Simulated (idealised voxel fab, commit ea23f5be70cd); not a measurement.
process module | voxel ribs on slabs
cross-section cut | 290 nm wide | cells 5 nm
A cross-section is a grid of square cells, given in bands from the top down. A band is one or more rows of cells.
Each band's line starts with the height of the band's top and of its bottom, in nm. Then come its materials from left to right, each with its width in nm. One material with "throughout" fills the band from edge to edge. "air" is empty space.
Height 0 is the level under which the wafer as received is all one material. The lowest band goes on downwards, as in "0 down".
A width such as "30 to 40" changes by the same amount from each row of cells to the next, from the band's top row to its bottom row.
"no change" after a step means that no cell of the cross-section changed.
closed voids: empty space of 8 cells or more with no open way to the top, each as width x height at its distance from the left edge, in nm
after a step's settings: what the simulator itself notes on the step
overlay nm, on a step with a mask: how far to the right of its planned place the mask lay; to the left if negative
plan
1 op RECEIVE | material Si
2 op DIRECTIONAL_DEP | material SiO2 | thk nm 20
3 op DIRECTIONAL_DEP | material polySi | thk nm 15
4 op MASKED_ETCH | tone cover | mask id RIB | width nm 20 | etch materials polySi | depth nm 10 | overlay nm 0
5 op MASKED_ETCH | tone cover | mask id SLAB | width nm 60 | etch materials polySi | depth nm 5 | overlay nm 0
6 op FILL_DEP | material SiO2 | thk nm 25
7 op CMP | height nm 55
8 op DIRECTIONAL_DEP | material TiN | thk nm 10
9 op DIRECTIONAL_DEP | material aC | thk nm 15
10 op PATTERN | tone cover | mask id HEATER | material resist | width nm 30 | thk nm 30 | overlay nm 0
11 op DIRECTIONAL_ETCH | etch materials aC | depth nm 15
12 op STRIP | etch materials resist
13 op DIRECTIONAL_ETCH | etch materials TiN | depth nm 10
14 op STRIP | etch materials aC
15 op CONFORMAL_DEP | material SiO2 | thk nm 5
as received, after step 1
  0 down: Si throughout
  closed voids: none
first wafer at the end, as planned
  70 to 65: air 125 | SiO2 40 | air 125
  65 to 60: air 125 | SiO2 5 | TiN 30 | SiO2 5 | air 125
  60 to 55: SiO2 130 | TiN 30 | SiO2 130
  55 to 35: SiO2 throughout
  35 to 25: SiO2 135 | polySi 20 | SiO2 135
  25 to 20: SiO2 115 | polySi 60 | SiO2 115
  20 to 0: SiO2 throughout
  0 down: Si throughout
  closed voids: none
second wafer at the end: like start, like plan, one mistake
  70 to 65: air 130 | SiO2 40 | air 120
  65 to 60: air 130 | SiO2 5 | TiN 30 | SiO2 5 | air 120
  60 to 55: SiO2 135 | TiN 30 | SiO2 125
  55 to 35: SiO2 throughout
  35 to 25: SiO2 135 | polySi 20 | SiO2 135
  25 to 20: SiO2 115 | polySi 60 | SiO2 115
  20 to 0: SiO2 throughout
  0 down: Si throughout
  closed voids: none
what went wrong: step 10 ran as: op PATTERN | tone cover | mask id HEATER | material resist | width nm 30 | thk nm 30 | overlay nm 5
at the end the second wafer has, in cells: as many of each material as the first, in other places
